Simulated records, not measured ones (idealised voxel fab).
This is a process module. Its name is voxel self aligned contacts.
cross-section cut | 225 nm wide | cells 5 nm
Cross-section layout: square cells on a grid; listed as bands, top to bottom; a band spans one or more cell rows. Quick guide to a band line: top height, bottom height (nm) up front; then every material left to right with its width in nm. Only one material and it's marked "all across"? Then it fills the band edge to edge. And "empty" just means empty space. Zero point of the height axis is 0; under it, received wafer = one material. Lowest band: continues down indefinitely, "from 0 down". Per-row width for "30 to 40": begins at first number (top row of band), ends at second number (bottom row), increment between rows held constant. For the purposes of this document, the phrase "nothing was modified" attached to a step denotes that no cell within the cross-section was modified by that step. Entry "Trapped void list" = empty spaces >= 8 cells with no open way to the top; each as width x height at distance, distance from left edge, all nm. If you see something after the settings on a step's line, that's the simulator's own remark about that step. You can add "overlay nm" to a step's line. For a step with a mask, it describes how far the mask lay to the right of its planned position, and a negative number describes a lay to the left.

## Steps planned for the process
1. RECEIVE: material Si
2. OXIDIZE: depth nm 5
3. DIRECTIONAL_DEP: material polySi, thk nm 20
4. DIRECTIONAL_DEP: material SiN, thk nm 20
5. DIRECTIONAL_DEP: material aC, thk nm 10
6. PATTERN: tone cover, mask id GATE, material resist, width nm 25, pitch nm 50, thk nm 30, overlay nm 0
7. DIRECTIONAL_ETCH: etch materials aC, depth nm 10
8. STRIP: etch materials resist
9. DIRECTIONAL_ETCH: etch materials SiN, depth nm 20
10. DIRECTIONAL_ETCH: etch materials polySi, depth nm 20
11. STRIP: etch materials aC
12. CONFORMAL_DEP: material SiN, thk nm 5
13. DIRECTIONAL_ETCH: etch materials SiN, depth nm 5
14. FILL_DEP: material SiO2, thk nm 15
15. CMP: height nm 50
16. PATTERN: tone open, mask id CONTACT, material resist, width nm 35, pitch nm 50, thk nm 20, overlay nm 0
17. DIRECTIONAL_ETCH: etch materials SiO2, depth nm 55
18. STRIP: etch materials resist
19. CONFORMAL_DEP: material TiN, thk nm 5
20. FILL_DEP: material Ru, thk nm 5
21. CMP: height nm 50
22. CONFORMAL_DEP: material SiCN, thk nm 5

## Wafer as received: cross-section following step 1
    from 0 down = Si all across
    Trapped void list: none

## Cross-sectional view of the first of the two wafers upon completion of the module, processed in accordance with the plan
    from 55 to 50 = SiCN all across
    from 50 to 40 = SiO2=70 | TiN=5 to 15 | Ru=25 to 5 | TiN=5 to 15 | SiO2=15 | TiN=5 to 15 | Ru=25 to 5 | TiN=5 to 15 | SiO2=70
    from 40 to 20 = SiO2=45 | SiN=35 | TiN=5 | Ru=5 | TiN=5 | SiN=35 | TiN=5 | Ru=5 | TiN=5 | SiN=35 | SiO2=45
    from 20 to 0 = SiO2=45 | SiN=5 | polySi=25 | SiN=5 | TiN=5 | Ru=5 | TiN=5 | SiN=5 | polySi=25 | SiN=5 | TiN=5 | Ru=5 | TiN=5 | SiN=5 | polySi=25 | SiN=5 | SiO2=45
    from 0 to -5 = SiO2=80 | TiN=15 | SiO2=35 | TiN=15 | SiO2=80
    from -5 down = Si all across
    Trapped void list: none

## Cross-sectional view of the second of two wafers upon completion of the module. This wafer shared its starting condition and process plan with the first; one error was made during its execution
    from 55 to 50 = SiCN all across
    from 50 to 40 = SiO2=70 | TiN=5 to 15 | Ru=25 to 5 | TiN=5 to 15 | SiO2=15 | TiN=5 to 15 | Ru=25 to 5 | TiN=5 to 15 | SiO2=70
    from 40 to 25 = SiO2=45 | SiN=5 | polySi=25 | SiN=5 | TiN=5 | Ru=5 | TiN=5 | SiN=5 | polySi=25 | SiN=5 | TiN=5 | Ru=5 | TiN=5 | SiN=5 | polySi=25 | SiN=5 | SiO2=45
    from 25 to 20 = SiO2=45 | SiN=5 | polySi=25 | SiN=5 | TiN=15 | SiN=5 | polySi=25 | SiN=5 | TiN=15 | SiN=5 | polySi=25 | SiN=5 | SiO2=45
    from 20 to 0 = SiN all across
    from 0 to -5 = SiO2 all across
    from -5 down = Si all across
    Trapped void list: none
Deviation from plan: it was found that steps 3 and 4 of the process plan had been performed in exchanged positions
Final difference in cells, second wafer against first, listed per material as more or fewer: Ru -10 | SiN +96 | SiO2 -66 | TiN -20
